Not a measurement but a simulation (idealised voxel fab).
Process module name: voxel double patterning
Square cells of 5 nm make up the cross-section cut, whose width is 190 nm.
Format of a cross-section: grid, square cells. Given as bands. Order: top down. Band: one or more rows of cells.
Band: top height; bottom height; in nm. Then, left to right: material with width in nm, for each material. "full width": a single material spanning edge to edge. "blank": empty space.
Where do heights start? At 0: under that level the wafer as delivered is made of one material only. And the lowest band has no floor; it just carries on downward, as in "0 down".
The expression "30 to 40" gives the width at the extremes of the band, the first number at its top row of cells and the second at its bottom row, with the width changing by equal amounts from each row to the next in between.
It should be understood that the words "remained the same", when stated for a given step, signify that the cross-section underwent no change in any of its cells during that step.
Closed empty spaces (no open way to the top) of 8 cells or more are what "Sealed internal cavities" lists, each as width x height at distance from the left edge, nm for all three.
On each step's line, the part that comes after the settings is the simulator's own comment on the step.
overlay nm: on a step with a mask, how far right of its planned place the mask lay; negative means left.
[Steps in the process plan]
1: RECEIVE with material Si
2: CONFORMAL_DEP with material SiO2, thk nm 5
3: DIRECTIONAL_DEP with material polySi, thk nm 10
4: DIRECTIONAL_DEP with material SiCN, thk nm 5
5: DIRECTIONAL_DEP with material aC, thk nm 15
6: PATTERN with tone open, mask id FIRST, material resist, width nm 15, pitch nm 50, thk nm 35, overlay nm 0
7: DIRECTIONAL_ETCH with etch materials aC, depth nm 15
8: STRIP with etch materials resist
9: DIRECTIONAL_ETCH with etch materials SiCN, depth nm 5
10: STRIP with etch materials aC
11: MASKED_ETCH with tone open, mask id SECOND, width nm 15, pitch nm 50, etch materials SiCN, depth nm 5, overlay nm 0
12: DIRECTIONAL_ETCH with etch materials polySi, depth nm 10
13: STRIP with etch materials SiCN
[The cross-section here shows the wafer as received, i.e. in its state after step 1]
0 down: Si full width
Sealed internal cavities: none
[First of two wafers: cross-section at end of module, run per plan]
15 to 5: polySi=35, then blank=15, then polySi=10, then blank=15, then polySi=10, then blank=15, then polySi=10, then blank=15, then polySi=10, then blank=15, then polySi=40
5 to 0: SiO2 full width
0 down: Si full width
Sealed internal cavities: none
[What the second wafer looks like in cross-section once the module is done. Its start and its plan matched the first wafer's exactly; what differed was one mistake in how it was run]
15 to 5: blank=35, then polySi=15, then blank=35, then polySi=15, then blank=35, then polySi=15, then blank=40
5 to 0: SiO2 full width
0 down: Si full width
Sealed internal cavities: none
Misprocessing identified: step 6 ran with different settings than intended, the actual operation and settings being PATTERN with tone cover, mask id FIRST, material resist, width nm 15, pitch nm 50, thk nm 35, overlay nm 0
Final tally in cells, some materials are higher or lower on the second wafer than on the first: polySi -28
